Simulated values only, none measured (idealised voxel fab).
Name of the process module below: voxel self aligned vias
Cross-section cut spans 210 nm and uses square cells 5 nm in size.
We lay out every cross-section as a grid of square cells and spell it out in bands from the top down, where one band means one or more rows of cells.
Basically the band line says how high the top is and how high the bottom is, in nm, and then what's in it from left to right, every material with its width in nm. Empty space shows up as "blank", and if a single material carries "throughout" it runs the full band edge to edge.
Height 0 is the level under which the wafer as received is all one material. The lowest band goes on downwards, as in "0 -> down".
A width such as "30 to 40" changes by the same amount from each row of cells to the next, from the band's top row to its bottom row.
"all unchanged" -> step changed no cross-section cell.
Enclosed voids (no open way to top), threshold 8 cells or more, entry "Unvented cavities", notation width x height at distance, distance from left edge, nm.
after a step's settings: what the simulator itself notes on the step
"overlay nm" answers the question of how far to the right of plan the mask lay on a step that has a mask, and when it is negative the answer is to the left.

### The steps planned for the process are as follows
step 1: RECEIVE,material Si
step 2: CONFORMAL_DEP,material SiO2,thk nm 15
step 3: CONFORMAL_DEP,material SiCN,thk nm 5
step 4: DIRECTIONAL_DEP,material lowk,thk nm 25
step 5: PATTERN,tone open,mask id LINES,material resist,width nm 25,pitch nm 50,thk nm 20,overlay nm 0
step 6: DIRECTIONAL_ETCH,etch materials lowk,depth nm 25
step 7: STRIP,etch materials resist
step 8: CONFORMAL_DEP,material TiN,thk nm 5
step 9: FILL_DEP,material Ru,thk nm 5
step 10: CMP,height nm 45
step 11: SELECTIVE_ETCH,etch materials W Ru TiN,depth nm 5
step 12: FILL_DEP,material SiN,thk nm 10
step 13: CMP,height nm 45
step 14: DIRECTIONAL_DEP,material lowk,thk nm 15
step 15: PATTERN,tone open,mask id VIAS,material resist,width nm 35,pitch nm 100,thk nm 20,overlay nm 0
step 16: DIRECTIONAL_ETCH,etch materials lowk,depth nm 15
step 17: DIRECTIONAL_ETCH,etch materials SiN,depth nm 5
step 18: STRIP,etch materials resist
step 19: CONFORMAL_DEP,material TiN,thk nm 5
step 20: FILL_DEP,material Ru,thk nm 5
step 21: CMP,height nm 60
step 22: CONFORMAL_DEP,material SiN,thk nm 5

### First of two wafers, with the run carried out as planned

### As received (post step 1): cross-section
> 0 -> down = Si throughout
> Unvented cavities: none

### Cross-section of the wafer after step 2
> 15 -> 0 = SiO2 throughout
> Anything lower than 0 is untouched.

### Cross-section of the wafer after step 3
> 20 -> 15 = SiCN throughout
> Anything lower than 15 is untouched.

### Cross-section of the wafer after step 4
> 45 -> 20 = lowk throughout
> Anything lower than 20 is untouched.

### Cross-section of the wafer after step 5
> 65 -> 45 = resist 40 nm; blank 25 nm; resist 25 nm; blank 25 nm; resist 25 nm; blank 25 nm; resist 45 nm
> Anything lower than 45 is untouched.

### Cross-section of the wafer after step 6
> 65 -> 45 = resist 40 nm; blank 25 nm; resist 25 nm; blank 25 nm; resist 25 nm; blank 25 nm; resist 45 nm
> 45 -> 20 = lowk 40 nm; blank 25 nm; lowk 25 nm; blank 25 nm; lowk 25 nm; blank 25 nm; lowk 45 nm
> Anything lower than 20 is untouched.

### Cross-section of the wafer after step 7
> 45 -> 20 = lowk 40 nm; blank 25 nm; lowk 25 nm; blank 25 nm; lowk 25 nm; blank 25 nm; lowk 45 nm
> Anything lower than 20 is untouched.

### Cross-section of the wafer after step 8
> 50 -> 45 = TiN 45 nm; blank 15 nm; TiN 35 nm; blank 15 nm; TiN 35 nm; blank 15 nm; TiN 50 nm
> 45 -> 25 = lowk 40 nm; TiN 5 nm; blank 15 nm; TiN 5 nm; lowk 25 nm; TiN 5 nm; blank 15 nm; TiN 5 nm; lowk 25 nm; TiN 5 nm; blank 15 nm; TiN 5 nm; lowk 45 nm
> 25 -> 20 = lowk 40 nm; TiN 25 nm; lowk 25 nm; TiN 25 nm; lowk 25 nm; TiN 25 nm; lowk 45 nm
> Anything lower than 20 is untouched.

### Cross-section of the wafer after step 9
> 55 -> 50 = Ru throughout
> 50 -> 45 = TiN 45 nm; Ru 15 nm; TiN 35 nm; Ru 15 nm; TiN 35 nm; Ru 15 nm; TiN 50 nm
> 45 -> 25 = lowk 40 nm; TiN 5 nm; Ru 15 nm; TiN 5 nm; lowk 25 nm; TiN 5 nm; Ru 15 nm; TiN 5 nm; lowk 25 nm; TiN 5 nm; Ru 15 nm; TiN 5 nm; lowk 45 nm
> Anything lower than 25 is untouched.

### Cross-section of the wafer after step 10
> 45 -> 25 = lowk 40 nm; TiN 5 nm; Ru 15 nm; TiN 5 nm; lowk 25 nm; TiN 5 nm; Ru 15 nm; TiN 5 nm; lowk 25 nm; TiN 5 nm; Ru 15 nm; TiN 5 nm; lowk 45 nm
> Anything lower than 25 is untouched.

### Cross-section of the wafer after step 11
> 45 -> 40 = lowk 40 nm; blank 25 nm; lowk 25 nm; blank 25 nm; lowk 25 nm; blank 25 nm; lowk 45 nm
> Anything lower than 40 is untouched.

### Cross-section of the wafer after step 12
> 55 -> 45 = SiN throughout
> 45 -> 40 = lowk 40 nm; SiN 25 nm; lowk 25 nm; SiN 25 nm; lowk 25 nm; SiN 25 nm; lowk 45 nm
> Anything lower than 40 is untouched.

### Cross-section of the wafer after step 13
> 45 -> 40 = lowk 40 nm; SiN 25 nm; lowk 25 nm; SiN 25 nm; lowk 25 nm; SiN 25 nm; lowk 45 nm
> Anything lower than 40 is untouched.

### Cross-section of the wafer after step 14
> 60 -> 45 = lowk throughout
> Anything lower than 45 is untouched.

### Cross-section of the wafer after step 15
> 80 -> 60 = resist 35 nm; blank 35 nm; resist 65 nm; blank 35 nm; resist 40 nm
> Anything lower than 60 is untouched.

### Cross-section of the wafer after step 16
> 80 -> 60 = resist 35 nm; blank 35 nm; resist 65 nm; blank 35 nm; resist 40 nm
> 60 -> 45 = lowk 35 nm; blank 35 nm; lowk 65 nm; blank 35 nm; lowk 40 nm
> Anything lower than 45 is untouched.

### Cross-section of the wafer after step 17
> 80 -> 60 = resist 35 nm; blank 35 nm; resist 65 nm; blank 35 nm; resist 40 nm
> 60 -> 45 = lowk 35 nm; blank 35 nm; lowk 65 nm; blank 35 nm; lowk 40 nm
> 45 -> 40 = lowk 40 nm; blank 25 nm; lowk 25 nm; SiN 25 nm; lowk 25 nm; blank 25 nm; lowk 45 nm
> Anything lower than 40 is untouched.

### Cross-section of the wafer after step 18
> 60 -> 45 = lowk 35 nm; blank 35 nm; lowk 65 nm; blank 35 nm; lowk 40 nm
> Anything lower than 45 is untouched.

### Cross-section of the wafer after step 19
> 65 -> 60 = TiN 40 nm; blank 25 nm; TiN 75 nm; blank 25 nm; TiN 45 nm
> 60 -> 50 = lowk 35 nm; TiN 5 nm; blank 25 nm; TiN 5 nm; lowk 65 nm; TiN 5 nm; blank 25 nm; TiN 5 nm; lowk 40 nm
> 50 -> 45 = lowk 35 nm; TiN 10 nm; blank 15 nm; TiN 10 nm; lowk 65 nm; TiN 10 nm; blank 15 nm; TiN 10 nm; lowk 40 nm
> 45 -> 40 = lowk 40 nm; TiN 25 nm; lowk 25 nm; SiN 25 nm; lowk 25 nm; TiN 25 nm; lowk 45 nm
> Anything lower than 40 is untouched.

### Cross-section of the wafer after step 20
> 70 -> 65 = Ru throughout
> 65 -> 60 = TiN 40 nm; Ru 25 nm; TiN 75 nm; Ru 25 nm; TiN 45 nm
> 60 -> 50 = lowk 35 nm; TiN 5 nm; Ru 25 nm; TiN 5 nm; lowk 65 nm; TiN 5 nm; Ru 25 nm; TiN 5 nm; lowk 40 nm
> 50 -> 45 = lowk 35 nm; TiN 10 nm; Ru 15 nm; TiN 10 nm; lowk 65 nm; TiN 10 nm; Ru 15 nm; TiN 10 nm; lowk 40 nm
> Anything lower than 45 is untouched.

### Cross-section of the wafer after step 21
> 60 -> 50 = lowk 35 nm; TiN 5 nm; Ru 25 nm; TiN 5 nm; lowk 65 nm; TiN 5 nm; Ru 25 nm; TiN 5 nm; lowk 40 nm
> Anything lower than 50 is untouched.

### Cross-section of the wafer after step 22
> 65 -> 60 = SiN throughout
> Anything lower than 60 is untouched.

### The second wafer was prepared from the same starting point and under the same plan as the first; its processing contained one mistake, and it remains indistinguishable from the first wafer up to and including step 13

### Cross-sectional representation of the second wafer at the time designated in the plan for the completion of step 14
> 60 -> 45 = W throughout
> Anything lower than 45 is untouched.

### Cross-sectional representation of the second wafer at the time designated in the plan for the completion of step 15
> 80 -> 60 = resist 35 nm; blank 35 nm; resist 65 nm; blank 35 nm; resist 40 nm
> Anything lower than 60 is untouched.

Cross-sectional representation of the second wafer at the time designated in the plan for the completion of step 16: all unchanged

Cross-sectional representation of the second wafer at the time designated in the plan for the completion of step 17: all unchanged

### Cross-sectional representation of the second wafer at the time designated in the plan for the completion of step 18
> 60 -> 45 = W throughout
> Anything lower than 45 is untouched.

### Cross-sectional representation of the second wafer at the time designated in the plan for the completion of step 19
> 65 -> 60 = TiN throughout
> Anything lower than 60 is untouched.

### Cross-sectional representation of the second wafer at the time designated in the plan for the completion of step 20
> 70 -> 65 = Ru throughout
> Anything lower than 65 is untouched.

### Cross-sectional representation of the second wafer at the time designated in the plan for the completion of step 21
> 60 -> 45 = W throughout
> Anything lower than 45 is untouched.

### Cross-sectional representation of the second wafer at the time designated in the plan for the completion of step 22
> 65 -> 60 = SiN throughout
> Anything lower than 60 is untouched.
So what did we get wrong on this run? planned and actual differ for step 14; actual: DIRECTIONAL_DEP,material W,thk nm 15
Count the cells at the end and the second wafer has more or fewer of some materials than the first: Ru: 26 fewer, SiN: 10 more, TiN: 26 fewer, W: 126 more, lowk: 84 fewer
